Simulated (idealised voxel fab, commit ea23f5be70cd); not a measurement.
process module | voxel released beams
cross-section cut | 250 nm wide | cells 5 nm
A cross-section is a grid of square cells, given in bands from the top down. A band is one or more rows of cells.
Each band's line starts with the height of the band's top and of its bottom, in nm. Then come its materials from left to right, each with its width in nm. One material with "throughout" fills the band from edge to edge. "air" is empty space.
Height 0 is the level under which the wafer as received is all one material. The lowest band goes on downwards, as in "0 down".
A width such as "30 to 40" changes by the same amount from each row of cells to the next, from the band's top row to its bottom row.
"no change" after a step means that no cell of the cross-section changed.
closed voids: empty space of 8 cells or more with no open way to the top, each as width x height at its distance from the left edge, in nm
after a step's settings: what the simulator itself notes on the step
overlay nm, on a step with a mask: how far to the right of its planned place the mask lay; to the left if negative
plan
1 op RECEIVE | material Si
2 op CONFORMAL_DEP | material SiN | thk nm 5
3 op DIRECTIONAL_DEP | material SiO2 | thk nm 20
4 op PATTERN | tone open | mask id ANCHOR | material resist | width nm 45 | thk nm 15 | overlay nm 0
5 op DIRECTIONAL_ETCH | etch materials SiO2 | depth nm 20
6 op STRIP | etch materials resist
7 op CONFORMAL_DEP | material TiN | thk nm 15
8 op MASKED_ETCH | tone cover | mask id BEAM | width nm 130 | etch materials TiN | depth nm 15 | overlay nm 0
9 op STRIP | etch materials SiO2
first wafer, as planned
as received, after step 1
  0 down: Si throughout
  closed voids: none
after step 2
  5 to 0: SiN throughout
  below 0: unchanged
after step 3
  25 to 5: SiO2 throughout
  below 5: unchanged
after step 4
  40 to 25: resist 60 | air 45 | resist 145
  below 25: unchanged
after step 5
  40 to 25: resist 60 | air 45 | resist 145
  25 to 5: SiO2 60 | air 45 | SiO2 145
  below 5: unchanged
after step 6
  25 to 5: SiO2 60 | air 45 | SiO2 145
  below 5: unchanged
after step 7
  40 to 25: TiN 75 | air 15 | TiN 160
  25 to 20: SiO2 60 | TiN 15 | air 15 | TiN 15 | SiO2 145
  20 to 5: SiO2 60 | TiN 45 | SiO2 145
  below 5: unchanged
after step 8
  40 to 25: air 55 | TiN 20 | air 15 | TiN 95 | air 65
  below 25: unchanged
after step 9
  40 to 25: air 55 | TiN 20 | air 15 | TiN 95 | air 65
  25 to 20: air 60 | TiN 15 | air 15 | TiN 15 | air 145
  20 to 5: air 60 | TiN 45 | air 145
  below 5: unchanged
second wafer: like start, like plan, one mistake. Through step 1 it matches the first wafer
when step 2 should have ended
  20 to 0: SiO2 throughout
  below 0: unchanged
when step 3 should have ended
  25 to 20: SiN throughout
  below 20: unchanged
when step 4 should have ended
  40 to 25: resist 60 | air 45 | resist 145
  below 25: unchanged
when step 5 should have ended: no change
when step 6 should have ended
  25 to 20: SiN throughout
  below 20: unchanged
when step 7 should have ended
  40 to 25: TiN throughout
  below 25: unchanged
when step 8 should have ended
  40 to 25: air 55 | TiN 130 | air 65
  below 25: unchanged
when step 9 should have ended: no change
what went wrong: steps 2 and 3 were swapped
at the end the second wafer has, in cells: 200 more of SiO2 | 24 fewer of TiN
